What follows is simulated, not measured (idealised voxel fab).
process module | voxel trench capacitor
cross-section cut | 210 nm wide | cells 5 nm
A cross-section is a grid of square cells, given in bands from the top down. A band is one or more rows of cells.
Each band's line starts with the height of the band's top and of its bottom, in nm. Then come its materials from left to right, each with its width in nm. One material with "throughout" fills the band from edge to edge. "air" is empty space.
Height 0 is the level under which the wafer as received is all one material. The lowest band goes on downwards, as in "0 down".
A width such as "30 to 40" changes by the same amount from each row of cells to the next, from the band's top row to its bottom row.
"no change" after a step means that no cell of the cross-section changed.
closed voids: empty space of 8 cells or more with no open way to the top, each as width x height at its distance from the left edge, in nm
after a step's settings: what the simulator itself notes on the step
overlay nm, on a step with a mask: how far to the right of its planned place the mask lay; to the left if negative
plan
1 op RECEIVE | material Si
2 op CONFORMAL_DEP | material SiN | thk nm 10
3 op PATTERN | tone open | mask id TRENCH | material resist | width nm 20 | pitch nm 35 | thk nm 15 | overlay nm 0
4 op DIRECTIONAL_ETCH | etch materials SiN | depth nm 10
5 op DIRECTIONAL_ETCH | etch materials Si | depth nm 25
6 op STRIP | etch materials resist
7 op CONFORMAL_DEP | material SiO2 | thk nm 5
8 op FILL_DEP | material polySi | thk nm 5
9 op CMP | height nm 10
as received, after step 1
  0 down: Si throughout
  closed voids: none
first wafer at the end, as planned
  10 to 0: SiN 40 | SiO2 5 | polySi 10 | SiO2 5 | SiN 15 | SiO2 5 | polySi 10 | SiO2 5 | SiN 15 | SiO2 5 | polySi 10 | SiO2 5 | SiN 15 | SiO2 5 | polySi 10 | SiO2 5 | SiN 45
  0 to -20: Si 40 | SiO2 5 | polySi 10 | SiO2 5 | Si 15 | SiO2 5 | polySi 10 | SiO2 5 | Si 15 | SiO2 5 | polySi 10 | SiO2 5 | Si 15 | SiO2 5 | polySi 10 | SiO2 5 | Si 45
  -20 to -25: Si 40 | SiO2 20 | Si 15 | SiO2 20 | Si 15 | SiO2 20 | Si 15 | SiO2 20 | Si 45
  -25 down: Si throughout
  closed voids: none
second wafer at the end: like start, like plan, one mistake
  10 to 0: SiN 45 | SiO2 5 | polySi 5 | SiO2 5 | SiN 20 | SiO2 5 | polySi 5 | SiO2 5 | SiN 20 | SiO2 5 | polySi 5 | SiO2 5 | SiN 20 | SiO2 5 | polySi 5 | SiO2 5 | SiN 45
  0 to -20: Si 45 | SiO2 5 | polySi 5 | SiO2 5 | Si 20 | SiO2 5 | polySi 5 | SiO2 5 | Si 20 | SiO2 5 | polySi 5 | SiO2 5 | Si 20 | SiO2 5 | polySi 5 | SiO2 5 | Si 45
  -20 to -25: Si 45 | SiO2 15 | Si 20 | SiO2 15 | Si 20 | SiO2 15 | Si 20 | SiO2 15 | Si 45
  -25 down: Si throughout
  closed voids: none
what went wrong: step 3 ran as: op PATTERN | tone open | mask id TRENCH | material resist | width nm 15 | pitch nm 35 | thk nm 15 | overlay nm 0
at the end the second wafer has, in cells: 20 more of Si | 8 more of SiN | 4 fewer of SiO2 | 24 fewer of polySi
